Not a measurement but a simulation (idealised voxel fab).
Name of the process module below: voxel capacitor over wiring
It is cross-section cut that appears here, measuring 220 nm in width, its square cells being 5 nm in size.
Cross-section, as written here: a square-cell grid given band by band from the top down, where a band holds one or more rows of cells.
For a band, the entry starts with two heights in nm, that of the top and then that of the bottom, and carries on with the band's materials in order from left to right, each alongside its width in nm; the word "everywhere" beside a single material means it fills the band edge to edge, and "blank" means empty space.
Heights from 0 (as-received wafer is one material below). Bottom band endless downward, as "0 -> down".
The two numbers in a width such as "30 to 40" mark its ends across the band: the first belongs to the top row of cells, the second to the bottom row, and from each row to the next the width moves by the same amount.
"no modification" after a step means that no cell of the cross-section changed.
"Fully enclosed voids": sealed empty spaces, 8 cells or more, no open way to top, listed width x height at distance, with distance from the left edge and width, height and distance in nm.
Step line, after settings: the simulator's comment on this step.
Each step line may optionally specify "overlay nm", which for a step with a mask gives the rightward distance between the mask's planned place and where it lay, a negative value indicating the leftward direction.
HERE'S WHAT THE PLANNED PROCESS STEPS LOOK LIKE
1: RECEIVE | material Si
2: CONFORMAL_DEP | material SiO2 | thk nm 10
3: CONFORMAL_DEP | material SiN | thk nm 5
4: DIRECTIONAL_DEP | material lowk | thk nm 15
5: PATTERN | tone open | mask id METAL_1 | material resist | width nm 20 | pitch nm 70 | thk nm 15 | overlay nm 0
6: DIRECTIONAL_ETCH | etch materials lowk | depth nm 15
7: DIRECTIONAL_ETCH | etch materials SiN | depth nm 5
8: STRIP | etch materials resist
9: CONFORMAL_DEP | material TiN | thk nm 5
10: FILL_DEP | material Cu | thk nm 10
11: CMP | height nm 30
12: CONFORMAL_DEP | material SiCN | thk nm 5
13: DIRECTIONAL_DEP | material lowk | thk nm 20
14: DIRECTIONAL_DEP | material aC | thk nm 10
15: PATTERN | tone open | mask id PLUG_1 | material resist | width nm 15 | thk nm 30 | overlay nm 0
16: DIRECTIONAL_ETCH | etch materials aC | depth nm 10
17: STRIP | etch materials resist
18: DIRECTIONAL_ETCH | etch materials lowk | depth nm 20
19: DIRECTIONAL_ETCH | etch materials SiCN | depth nm 5
20: STRIP | etch materials aC
21: EPI | material Ru | thk nm 10
22: EPI | material Ru | thk nm 10
23: EPI | material Ru | thk nm 5
24: DIRECTIONAL_DEP | material TiN | thk nm 10
25: DIRECTIONAL_DEP | material SiN | thk nm 5
26: DIRECTIONAL_DEP | material TiN | thk nm 10
27: PATTERN | tone cover | mask id UPPER_PLATE | material resist | width nm 55 | thk nm 15 | overlay nm 0
28: DIRECTIONAL_ETCH | etch materials TiN | depth nm 10
29: DIRECTIONAL_ETCH | etch materials SiN | depth nm 5
30: STRIP | etch materials resist
31: MASKED_ETCH | tone cover | mask id LOWER_PLATE | width nm 65 | etch materials TiN | depth nm 10 | overlay nm 0
32: FILL_DEP | material SiO2 | thk nm 15
33: CMP | height nm 90
34: DIRECTIONAL_DEP | material aC | thk nm 15
35: PATTERN | tone open | mask id PLUG_2 | material resist | width nm 15 | thk nm 30 | overlay nm 0
36: DIRECTIONAL_ETCH | etch materials aC | depth nm 15
37: STRIP | etch materials resist
38: DIRECTIONAL_ETCH | etch materials SiO2 | depth nm 10
39: STRIP | etch materials aC
40: CONFORMAL_DEP | material TiN | thk nm 5
41: FILL_DEP | material Cu | thk nm 5
42: CMP | height nm 90
43: CONFORMAL_DEP | material SiCN | thk nm 5
SO THIS IS THE INCOMING WAFER IN CROSS-SECTION - IT'S ALREADY BEEN THROUGH STEP 1
	0 -> down  Si everywhere
	Fully enclosed voids: none
FINAL CROSS-SECTION, MODULE RUN WITH ONE MISTAKE (START AND PLAN AS ABOVE)
	95 -> 90  SiCN everywhere
	90 -> 85  SiO2 80, TiN 5, SiN 40, SiO2 95
	85 -> 80  SiO2 65, TiN 5, SiO2 10, TiN 50, SiO2 90
	80 -> 75  SiO2 65, TiN 65, SiO2 90
	75 -> 70  lowk 70, TiN 15, lowk 135
	70 -> 65  lowk 70, SiN 15, lowk 135
	65 -> 55  lowk 70, TiN 15, lowk 135
	55 -> 35  lowk everywhere
	35 -> 30  SiCN everywhere
	30 -> 15  lowk 65, TiN 5, Cu 10, TiN 5, lowk 50, TiN 5, Cu 10, TiN 5, lowk 65
	15 -> 10  SiN 65, TiN 20, SiN 50, TiN 20, SiN 65
	10 -> 0  SiO2 everywhere
	0 -> down  Si everywhere
	Fully enclosed voids: none
What was the processing mistake? plan step 13 was twice executed
